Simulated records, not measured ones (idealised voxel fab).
process module | voxel transistor to metal
cross-section cut | 185 nm wide | cells 5 nm
A cross-section is a grid of square cells, given in bands from the top down. A band is one or more rows of cells.
Each band's line starts with the height of the band's top and of its bottom, in nm. Then come its materials from left to right, each with its width in nm. One material with "throughout" fills the band from edge to edge. "air" is empty space.
Height 0 is the level under which the wafer as received is all one material. The lowest band goes on downwards, as in "0 down".
A width such as "30 to 40" changes by the same amount from each row of cells to the next, from the band's top row to its bottom row.
"no change" after a step means that no cell of the cross-section changed.
closed voids: empty space of 8 cells or more with no open way to the top, each as width x height at its distance from the left edge, in nm
after a step's settings: what the simulator itself notes on the step
overlay nm, on a step with a mask: how far to the right of its planned place the mask lay; to the left if negative
plan
1 op RECEIVE | material Si
2 op CONFORMAL_DEP | material SiO2 | thk nm 5
3 op CONFORMAL_DEP | material SiN | thk nm 15
4 op PATTERN | tone cover | mask id ACTIVE | material resist | width nm 105 | thk nm 15 | overlay nm 0
5 op DIRECTIONAL_ETCH | etch materials SiN | depth nm 15
6 op DIRECTIONAL_ETCH | etch materials SiO2 | depth nm 5
7 op DIRECTIONAL_ETCH | etch materials Si | depth nm 20
8 op STRIP | etch materials resist
9 op FILL_DEP | material SiO2 | thk nm 15
10 op CMP | height nm 20
11 op SELECTIVE_ETCH | etch materials SiO2 | depth nm 10
12 op STRIP | etch materials SiN
13 op SELECTIVE_ETCH | etch materials SiO2 | depth nm 5
14 op OXIDIZE | depth nm 5
15 op DIRECTIONAL_DEP | material polySi | thk nm 25
16 op DIRECTIONAL_DEP | material SiCN | thk nm 10
17 op DIRECTIONAL_DEP | material aC | thk nm 15
18 op PATTERN | tone cover | mask id GATE | material resist | width nm 25 | thk nm 30 | overlay nm 0
19 op DIRECTIONAL_ETCH | etch materials aC | depth nm 15
20 op STRIP | etch materials resist
21 op DIRECTIONAL_ETCH | etch materials SiCN | depth nm 20
22 op DIRECTIONAL_ETCH | etch materials polySi | depth nm 35
23 op STRIP | etch materials aC
24 op CONFORMAL_DEP | material SiO2 | thk nm 5
25 op DIRECTIONAL_ETCH | etch materials SiO2 | depth nm 5
26 op CONFORMAL_DEP | material SiN | thk nm 5
27 op DIRECTIONAL_ETCH | etch materials SiN | depth nm 5
28 op DIRECTIONAL_ETCH | etch materials SiO2 | depth nm 5
29 op DIRECTIONAL_ETCH | etch materials Si | depth nm 5
30 op EPI | material nSi | thk nm 10
31 op FILL_DEP | material SiO2 | thk nm 5
32 op CMP | height nm 25
33 op STRIP | etch materials polySi
34 op SELECTIVE_ETCH | etch materials SiO2 | depth nm 5
35 op CONFORMAL_DEP | material HfO2 | thk nm 5
36 op CONFORMAL_DEP | material TiN | thk nm 5
37 op FILL_DEP | material W | thk nm 10
38 op CMP | height nm 20
39 op DIRECTIONAL_DEP | material SiO2 | thk nm 15
40 op MASKED_ETCH | tone open | mask id CONTACT | width nm 15 | pitch nm 70 | etch materials SiO2 | depth nm 35 | overlay nm 0
41 op CONFORMAL_DEP | material TiN | thk nm 5
42 op FILL_DEP | material Ru | thk nm 10
43 op CMP | height nm 35
44 op CONFORMAL_DEP | material SiCN | thk nm 5
45 op DIRECTIONAL_DEP | material lowk | thk nm 20
46 op MASKED_ETCH | tone open | mask id METAL_1 | width nm 15 | pitch nm 70 | etch materials lowk | depth nm 20 | overlay nm 0
47 op MASKED_ETCH | tone open | mask id METAL_1 | width nm 15 | pitch nm 70 | etch materials SiCN | depth nm 5 | overlay nm -15
48 op CONFORMAL_DEP | material TiN | thk nm 5
49 op FILL_DEP | material Cu | thk nm 5
50 op CMP | height nm 60
51 op EPI | material Ru | thk nm 5
52 op FILL_DEP | material SiCN | thk nm 5
53 op DIRECTIONAL_DEP | material SiO2 | thk nm 30
54 op PATTERN | tone open | mask id METAL_2 | material resist | width nm 15 | pitch nm 70 | thk nm 15 | overlay nm 0
55 op DIRECTIONAL_ETCH | etch materials SiO2 | depth nm 20
56 op STRIP | etch materials resist
57 op MASKED_ETCH | tone open | mask id METAL_2_HOLES | width nm 15 | pitch nm 70 | etch materials SiO2 | depth nm 10 | overlay nm 0
58 op MASKED_ETCH | tone open | mask id METAL_2_HOLES | width nm 15 | pitch nm 70 | etch materials SiCN | depth nm 5 | overlay nm 0
59 op CONFORMAL_DEP | material TiN | thk nm 5
60 op FILL_DEP | material Ru | thk nm 5
61 op CMP | height nm 100
62 op CONFORMAL_DEP | material SiCN | thk nm 5
varied across the wafers: overlay nm of step 47. The plan shows the first wafer's value. All wafers start alike
first wafer as received, after step 1
  0 down: Si throughout
  closed voids: none
each wafer at the end: cells of each material gained (+) or lost (-) since it was received, then its closed voids
overlay nm -15 | +6 Cu | +15 HfO2 | +32 Ru | -95 Si | +132 SiCN | +10 SiN | +429 SiO2 | +87 TiN | +9 W | +124 lowk | +28 nSi | closed voids: none
overlay nm -10 | +6 Cu | +15 HfO2 | +32 Ru | -95 Si | +130 SiCN | +10 SiN | +429 SiO2 | +89 TiN | +9 W | +124 lowk | +28 nSi | closed voids: none
overlay nm -5 | +6 Cu | +15 HfO2 | +32 Ru | -95 Si | +128 SiCN | +10 SiN | +429 SiO2 | +91 TiN | +9 W | +124 lowk | +28 nSi | closed voids: none
overlay nm 0 | +8 Cu | +15 HfO2 | +32 Ru | -95 Si | +126 SiCN | +10 SiN | +429 SiO2 | +91 TiN | +9 W | +124 lowk | +28 nSi | closed voids: none
overlay nm 5 | +6 Cu | +15 HfO2 | +32 Ru | -95 Si | +128 SiCN | +10 SiN | +429 SiO2 | +91 TiN | +9 W | +124 lowk | +28 nSi | closed voids: none
overlay nm 10 | +6 Cu | +15 HfO2 | +32 Ru | -95 Si | +130 SiCN | +10 SiN | +429 SiO2 | +89 TiN | +9 W | +124 lowk | +28 nSi | closed voids: none
overlay nm 15 | +6 Cu | +15 HfO2 | +32 Ru | -95 Si | +132 SiCN | +10 SiN | +429 SiO2 | +87 TiN | +9 W | +124 lowk | +28 nSi | closed voids: none
